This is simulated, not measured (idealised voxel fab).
This section sets out a process module, namely voxel transistor to metal.
cross-section cut | 290 nm wide | cells 5 nm
In what follows, cross-sections appear as grids of square cells, described through bands that run from the top down, where every band is one or more rows of cells.
The band entry comprises the height of the band's top followed by the height of its bottom, expressed in nm, and subsequently the band's materials from left to right, each stated together with its width in nm. Where a single material is marked with the word "edge to edge", that material fills the band from edge to edge. The word "air" represents empty space.
Where do heights start? At 0: under that level the wafer as delivered is made of one material only. And the lowest band has no floor; it just carries on downward, as in "0 nm and below".
Width: "30 to 40" (first number = top row, second number = bottom row, same change from row to row of cells).
"nothing altered" (step): cross-section cells unchanged, all of them.
For the entry "Voids lacking openings", the listed items are empty spaces with no open way to the top whose size is 8 cells or more; each item follows the pattern width x height at distance, where distance is from the left edge and all three are in nm.
Formally, on a step line, whatever follows the settings is a remark that the simulator itself makes on the step.
If you see "overlay nm" on a step's line and that step has a mask, it's telling you how far right of where it was planned the mask ended up; a negative number means it went left instead.
-- Process steps - plan
1) RECEIVE with material Si
2) OXIDIZE with depth nm 5
3) CONFORMAL_DEP with material SiN, thk nm 10
4) PATTERN with tone cover, mask id ACTIVE, material resist, width nm 100, pitch nm 125, thk nm 20, overlay nm 0
5) DIRECTIONAL_ETCH with etch materials SiN, depth nm 10
6) DIRECTIONAL_ETCH with etch materials SiO2, depth nm 5
7) DIRECTIONAL_ETCH with etch materials Si, depth nm 20
8) STRIP with etch materials resist
9) FILL_DEP with material SiO2, thk nm 15
10) CMP with height nm 10
11) SELECTIVE_ETCH with etch materials SiO2, depth nm 10
12) STRIP with etch materials SiN
13) SELECTIVE_ETCH with etch materials SiO2, depth nm 5
14) OXIDIZE with depth nm 5
15) DIRECTIONAL_DEP with material polySi, thk nm 25
16) DIRECTIONAL_DEP with material SiCN, thk nm 10
17) DIRECTIONAL_DEP with material aC, thk nm 15
18) PATTERN with tone cover, mask id GATE, material resist, width nm 20, pitch nm 125, thk nm 35, overlay nm 0
19) DIRECTIONAL_ETCH with etch materials aC, depth nm 15
20) STRIP with etch materials resist
21) DIRECTIONAL_ETCH with etch materials SiCN, depth nm 20
22) DIRECTIONAL_ETCH with etch materials polySi, depth nm 35
23) STRIP with etch materials aC
24) CONFORMAL_DEP with material SiN, thk nm 10
25) DIRECTIONAL_ETCH with etch materials SiN, depth nm 10
26) DIRECTIONAL_ETCH with etch materials SiO2, depth nm 5
27) EPI with material SiGe, thk nm 5
28) FILL_DEP with material SiO2, thk nm 5
29) CMP with height nm 30
30) DIRECTIONAL_DEP with material SiO2, thk nm 15
31) PATTERN with tone open, mask id CONTACT, material resist, width nm 25, thk nm 15, overlay nm -15
32) DIRECTIONAL_ETCH with etch materials SiO2, depth nm 50
33) STRIP with etch materials resist
34) CONFORMAL_DEP with material TiN, thk nm 5
35) FILL_DEP with material W, thk nm 10
36) CMP with height nm 45
37) DIRECTIONAL_DEP with material TiN, thk nm 5
38) DIRECTIONAL_DEP with material W, thk nm 20
39) DIRECTIONAL_DEP with material aC, thk nm 15
40) PATTERN with tone cover, mask id METAL_1, material resist, width nm 15, thk nm 30, overlay nm 0
41) DIRECTIONAL_ETCH with etch materials aC, depth nm 15
42) STRIP with etch materials resist
43) DIRECTIONAL_ETCH with etch materials W, depth nm 20
44) DIRECTIONAL_ETCH with etch materials TiN, depth nm 5
45) STRIP with etch materials aC
46) CONFORMAL_DEP with material SiN, thk nm 5
47) FILL_DEP with material SiO2, thk nm 5
48) CMP with height nm 70
49) CONFORMAL_DEP with material SiN, thk nm 5
The overlay nm used in step 31 is not the same on every wafer, whereas the starting condition is; the value printed in the plan is the first wafer's.
-- First wafer of several, as received: cross-section after step 1
0 nm and below  Si edge to edge
Voids lacking openings: none
-- Here's the first of several wafers in cross-section, end of the module, after the last step, step 49
75 nm to 70 nm  SiN edge to edge
70 nm to 50 nm  SiO2: 35 | SiN: 5 | W: 15 | SiN: 5 | SiO2: 40 | SiN: 5 | W: 15 | SiN: 5 | SiO2: 35 | SiN: 5 | W: 15 | SiN: 5 | SiO2: 40 | SiN: 5 | W: 15 | SiN: 5 | SiO2: 40
50 nm to 45 nm  SiN: 40 | TiN: 15 | SiN: 50 | TiN: 15 | SiN: 45 | TiN: 15 | SiN: 50 | TiN: 15 | SiN: 45
45 nm to 35 nm  SiO2: 25 | TiN: 5 | W: 15 | TiN: 5 | SiO2: 30 | TiN: 5 | W: 15 | TiN: 5 | SiO2: 45 | TiN: 5 | W: 15 | TiN: 5 | SiO2: 30 | TiN: 5 | W: 15 | TiN: 5 | SiO2: 60
35 nm to 30 nm  SiO2: 25 | TiN: 5 | W: 15 | TiN: 5 | SiO2: 30 | TiN: 25 | SiO2: 45 | TiN: 5 | W: 15 | TiN: 5 | SiO2: 30 | TiN: 25 | SiO2: 60
30 nm to 20 nm  SiO2: 25 | TiN: 5 | W: 15 | TiN: 5 | SiO2: 10 | SiN: 10 | SiCN: 20 | SiN: 10 | TiN: 5 | SiO2: 45 | TiN: 5 | W: 15 | TiN: 5 | SiO2: 10 | SiN: 10 | SiCN: 20 | SiN: 10 | TiN: 5 | SiO2: 60
20 nm to 0 nm  SiO2: 25 | TiN: 5 | W: 15 | TiN: 5 | SiO2: 10 | SiN: 10 | polySi: 20 | SiN: 10 | TiN: 5 | SiO2: 45 | TiN: 5 | W: 15 | TiN: 5 | SiO2: 10 | SiN: 10 | polySi: 20 | SiN: 10 | TiN: 5 | SiO2: 60
0 nm to -5 nm  SiO2: 25 | TiN: 25 | SiO2: 10 | SiN: 10 | polySi: 20 | SiN: 10 | TiN: 5 | SiO2: 45 | TiN: 25 | SiO2: 10 | SiN: 10 | polySi: 20 | SiN: 10 | TiN: 5 | SiO2: 60
-5 nm to -10 nm  SiO2: 25 | SiGe: 35 | SiO2: 40 | SiGe: 35 | SiO2: 15 | SiGe: 35 | SiO2: 40 | SiGe: 35 | SiO2: 30
-10 nm to -25 nm  SiO2: 30 | Si: 100 | SiO2: 25 | Si: 100 | SiO2: 35
-25 nm and below  Si edge to edge
Voids lacking openings: none
-- Cross-section, module end, final of several wafers
75 nm to 70 nm  SiN edge to edge
70 nm to 50 nm  SiO2: 35 | SiN: 5 | W: 15 | SiN: 5 | SiO2: 40 | SiN: 5 | W: 15 | SiN: 5 | SiO2: 35 | SiN: 5 | W: 15 | SiN: 5 | SiO2: 40 | SiN: 5 | W: 15 | SiN: 5 | SiO2: 40
50 nm to 45 nm  SiN: 40 | TiN: 15 | SiN: 50 | TiN: 15 | SiN: 45 | TiN: 15 | SiN: 50 | TiN: 15 | SiN: 45
45 nm to 35 nm  SiO2: 55 | TiN: 5 | W: 15 | TiN: 5 | SiO2: 30 | TiN: 5 | W: 15 | TiN: 5 | SiO2: 45 | TiN: 5 | W: 15 | TiN: 5 | SiO2: 30 | TiN: 5 | W: 15 | TiN: 5 | SiO2: 30
35 nm to 30 nm  SiO2: 55 | TiN: 25 | SiO2: 30 | TiN: 5 | W: 15 | TiN: 5 | SiO2: 45 | TiN: 25 | SiO2: 30 | TiN: 5 | W: 15 | TiN: 5 | SiO2: 30
30 nm to 20 nm  SiO2: 55 | TiN: 5 | SiN: 10 | SiCN: 20 | SiN: 10 | SiO2: 10 | TiN: 5 | W: 15 | TiN: 5 | SiO2: 45 | TiN: 5 | SiN: 10 | SiCN: 20 | SiN: 10 | SiO2: 10 | TiN: 5 | W: 15 | TiN: 5 | SiO2: 30
20 nm to 0 nm  SiO2: 55 | TiN: 5 | SiN: 10 | polySi: 20 | SiN: 10 | SiO2: 10 | TiN: 5 | W: 15 | TiN: 5 | SiO2: 45 | TiN: 5 | SiN: 10 | polySi: 20 | SiN: 10 | SiO2: 10 | TiN: 5 | W: 15 | TiN: 5 | SiO2: 30
0 nm to -5 nm  SiO2: 55 | TiN: 5 | SiN: 10 | polySi: 20 | SiN: 10 | SiO2: 10 | TiN: 25 | SiO2: 45 | TiN: 5 | SiN: 10 | polySi: 20 | SiN: 10 | SiO2: 10 | TiN: 25 | SiO2: 30
-5 nm to -10 nm  SiO2: 25 | SiGe: 35 | SiO2: 40 | SiGe: 35 | SiO2: 15 | SiGe: 35 | SiO2: 40 | SiGe: 35 | SiO2: 30
-10 nm to -25 nm  SiO2: 30 | Si: 100 | SiO2: 25 | Si: 100 | SiO2: 35
-25 nm and below  Si edge to edge
Voids lacking openings: none
-- Wafer rows, end of module: cells per material gained (+) or lost (-) since receipt; closed voids last
overlay nm -15; -170 Si; +16 SiCN; +28 SiGe; +192 SiN; +560 SiO2; +90 TiN; +114 W; +40 polySi; Voids lacking openings: none
overlay nm -10; -170 Si; +16 SiCN; +28 SiGe; +192 SiN; +546 SiO2; +104 TiN; +114 W; +40 polySi; Voids lacking openings: none
overlay nm -5; -170 Si; +16 SiCN; +28 SiGe; +192 SiN; +532 SiO2; +104 TiN; +128 W; +40 polySi; Voids lacking openings: none
overlay nm 0; -170 Si; +16 SiCN; +28 SiGe; +192 SiN; +532 SiO2; +104 TiN; +128 W; +40 polySi; Voids lacking openings: none
overlay nm 5; -170 Si; +16 SiCN; +28 SiGe; +192 SiN; +532 SiO2; +104 TiN; +128 W; +40 polySi; Voids lacking openings: none
overlay nm 10; -170 Si; +16 SiCN; +28 SiGe; +192 SiN; +546 SiO2; +104 TiN; +114 W; +40 polySi; Voids lacking openings: none
overlay nm 15; -170 Si; +16 SiCN; +28 SiGe; +192 SiN; +560 SiO2; +90 TiN; +114 W; +40 polySi; Voids lacking openings: none
